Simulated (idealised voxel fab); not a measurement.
The following process module bears the name voxel transistor to metal.
It is cross-section cut that appears here, measuring 210 nm in width, its square cells being 5 nm in size.
Cross-section, as written here: a square-cell grid given band by band from the top down, where a band holds one or more rows of cells. Read a band's entry like this: the first values are the height of its top and the height of its bottom in nm, and what follows is the sequence of materials from left to right, each with its width in nm. Note that "blank" is empty space, and that a single material marked "throughout" reaches across the band from edge to edge. For the purposes of this specification, 0 denotes the height below which the wafer in its as-received condition is composed wholly of one material, and the lowermost band, lacking a lower limit, extends downward without end, as expressed in "0 down". With a width like "30..40", each row of cells in the band differs from the next by the same amount, the top row carrying the first number and the bottom row the second. Where a step carries "nothing changed", the cross-section came out of it unchanged, cell for cell. Entry "Trapped void list" = empty spaces >= 8 cells with no open way to the top; each as width x height at distance, distance from left edge, all nm. Whatever follows a step's settings on its line is a remark the simulator itself makes about that step. You can add "overlay nm" to a step's line. For a step with a mask, it describes how far the mask lay to the right of its planned position, and a negative number describes a lay to the left.

Below is the list of planned process steps:
1) RECEIVE with material Si
2) CONFORMAL_DEP with material SiO2, thk nm 5
3) CONFORMAL_DEP with material SiN, thk nm 15
4) DIRECTIONAL_DEP with material aC, thk nm 10
5) PATTERN with tone cover, mask id ACTIVE, material resist, width nm 105, thk nm 30, overlay nm 0
6) DIRECTIONAL_ETCH with etch materials aC, depth nm 10
7) STRIP with etch materials resist
8) DIRECTIONAL_ETCH with etch materials SiN, depth nm 15
9) DIRECTIONAL_ETCH with etch materials SiO2, depth nm 5
10) DIRECTIONAL_ETCH with etch materials Si, depth nm 25
11) STRIP with etch materials aC
12) OXIDIZE with depth nm 5
13) FILL_DEP with material SiO2, thk nm 5
14) CMP with height nm 20
15) SELECTIVE_ETCH with etch materials SiO2, depth nm 10
16) STRIP with etch materials SiN
17) SELECTIVE_ETCH with etch materials SiO2, depth nm 5
18) OXIDIZE with depth nm 5
19) DIRECTIONAL_DEP with material polySi, thk nm 30
20) DIRECTIONAL_DEP with material SiCN, thk nm 15
21) MASKED_ETCH with tone cover, mask id GATE, width nm 25, etch materials SiCN, depth nm 25, overlay nm 0
22) MASKED_ETCH with tone cover, mask id GATE, width nm 25, etch materials polySi, depth nm 40, overlay nm 0
23) CONFORMAL_DEP with material SiO2, thk nm 5
24) DIRECTIONAL_ETCH with etch materials SiO2, depth nm 5
25) CONFORMAL_DEP with material SiN, thk nm 5
26) DIRECTIONAL_ETCH with etch materials SiN, depth nm 5
27) DIRECTIONAL_ETCH with etch materials SiO2, depth nm 5
28) DIRECTIONAL_ETCH with etch materials Si, depth nm 5
29) EPI with material SiGe, thk nm 5
30) FILL_DEP with material SiO2, thk nm 5
31) CMP with height nm 30
32) STRIP with etch materials polySi
33) SELECTIVE_ETCH with etch materials SiO2, depth nm 5
34) CONFORMAL_DEP with material HfO2, thk nm 5
35) CONFORMAL_DEP with material TiN, thk nm 5
36) FILL_DEP with material W, thk nm 10
37) CMP with height nm 25
38) DIRECTIONAL_DEP with material SiO2, thk nm 15
39) DIRECTIONAL_DEP with material aC, thk nm 15
40) PATTERN with tone open, mask id CONTACT, material resist, width nm 20, pitch nm 75, thk nm 30, overlay nm 0
41) DIRECTIONAL_ETCH with etch materials aC, depth nm 15
42) STRIP with etch materials resist
43) DIRECTIONAL_ETCH with etch materials SiO2, depth nm 45
44) STRIP with etch materials aC
45) CONFORMAL_DEP with material TiN, thk nm 5
46) FILL_DEP with material W, thk nm 5
47) CMP with height nm 40
48) CONFORMAL_DEP with material SiN, thk nm 5
49) DIRECTIONAL_DEP with material SiO2, thk nm 15
50) MASKED_ETCH with tone open, mask id METAL_1, width nm 20, pitch nm 75, etch materials SiO2, depth nm 15, overlay nm 0
51) MASKED_ETCH with tone open, mask id METAL_1, width nm 20, pitch nm 75, etch materials SiN, depth nm 5, overlay nm 0
52) CONFORMAL_DEP with material TiN, thk nm 5
53) FILL_DEP with material Cu, thk nm 5
54) CMP with height nm 60
55) EPI with material Ru, thk nm 5
56) FILL_DEP with material SiCN, thk nm 5

Cross-section, incoming material, after step 1:
* 0 down  Si throughout
* Trapped void list: none

Cross-sectional image of the first of two wafers at the end of the module, the run having proceeded as planned:
* 70 to 65  SiCN throughout
* 65 to 60  50 SiCN, then 30 Ru, then 45 SiCN, then 30 Ru, then 55 SiCN
* 60 to 45  55 SiO2, then 5 TiN, then 10 Cu, then 5 TiN, then 55 SiO2, then 5 TiN, then 10 Cu, then 5 TiN, then 60 SiO2
* 45 to 40  55 SiN, then 20 TiN, then 55 SiN, then 20 TiN, then 60 SiN
* 40 to 25  55 SiO2, then 5 TiN, then 10 W, then 5 TiN, then 55 SiO2, then 5 TiN, then 10 W, then 5 TiN, then 60 SiO2
* 25 to 5  55 SiO2, then 5 TiN, then 10 W, then 5 TiN, then 5 SiO2, then 5 SiN, then 5 HfO2, then 5 TiN, then 15 W, then 5 TiN, then 5 HfO2, then 5 SiN, then 5 SiO2, then 5 TiN, then 10 W, then 5 TiN, then 60 SiO2
* 5 to 0  50 SiO2, then 5 SiN, then 5 TiN, then 10 W, then 5 TiN, then 5 SiO2, then 5 SiN, then 5 HfO2, then 25 TiN, then 5 HfO2, then 5 SiN, then 5 SiO2, then 5 TiN, then 10 W, then 5 TiN, then 5 SiN, then 55 SiO2
* 0 to -5  55 SiO2, then 20 TiN, then 5 SiGe, then 5 SiO2, then 35 HfO2, then 5 SiO2, then 5 SiGe, then 20 TiN, then 60 SiO2
* -5 to -10  55 SiO2, then 25 SiGe, then 45 Si, then 25 SiGe, then 60 SiO2
* -10 to -30  55 SiO2, then 95 Si, then 60 SiO2
* -30 down  Si throughout
* Trapped void list: none

Second wafer through the module, sectioned at the end: same beginning and same plan as the first wafer, with one mistake in carrying it out:
* 70 to 65  SiCN throughout
* 65 to 60  50 SiCN, then 30 Ru, then 45 SiCN, then 30 Ru, then 55 SiCN
* 60 to 45  55 SiO2, then 5 TiN, then 10 Cu, then 5 TiN, then 55 SiO2, then 5 TiN, then 10 Cu, then 5 TiN, then 60 SiO2
* 45 to 40  55 SiN, then 20 TiN, then 55 SiN, then 20 TiN, then 60 SiN
* 40 to 25  55 SiO2, then 5 TiN, then 10 W, then 5 TiN, then 55 SiO2, then 5 TiN, then 10 W, then 5 TiN, then 60 SiO2
* 25 to 5  55 SiO2, then 5 TiN, then 10 W, then 5 TiN, then 5 SiO2, then 5 SiN, then 5 HfO2, then 5 TiN, then 15 W, then 5 TiN, then 5 HfO2, then 5 SiN, then 5 SiO2, then 5 TiN, then 10 W, then 5 TiN, then 60 SiO2
* 5 to 0  50 SiO2, then 5 SiN, then 5 TiN, then 10 W, then 5 TiN, then 5 SiO2, then 5 SiN, then 5 HfO2, then 25 TiN, then 5 HfO2, then 5 SiN, then 5 SiO2, then 5 TiN, then 10 W, then 5 TiN, then 5 SiN, then 55 SiO2
* 0 to -5  55 SiO2, then 20 TiN, then 5 SiGe, then 5 SiO2, then 35 HfO2, then 5 SiO2, then 5 SiGe, then 20 TiN, then 60 SiO2
* -5 to -10  55 SiO2, then 25 SiGe, then 45 Si, then 25 SiGe, then 60 SiO2
* -10 to -20  55 SiO2, then 95 Si, then 60 SiO2
* -20 down  Si throughout
* Trapped void list: none
Want to know what went wrong? step 10 changed vs plan, executed as DIRECTIONAL_ETCH with etch materials Si, depth nm 15
Count the cells at the end and the second wafer has more or fewer of some materials than the first: Si +46 | SiO2 -46
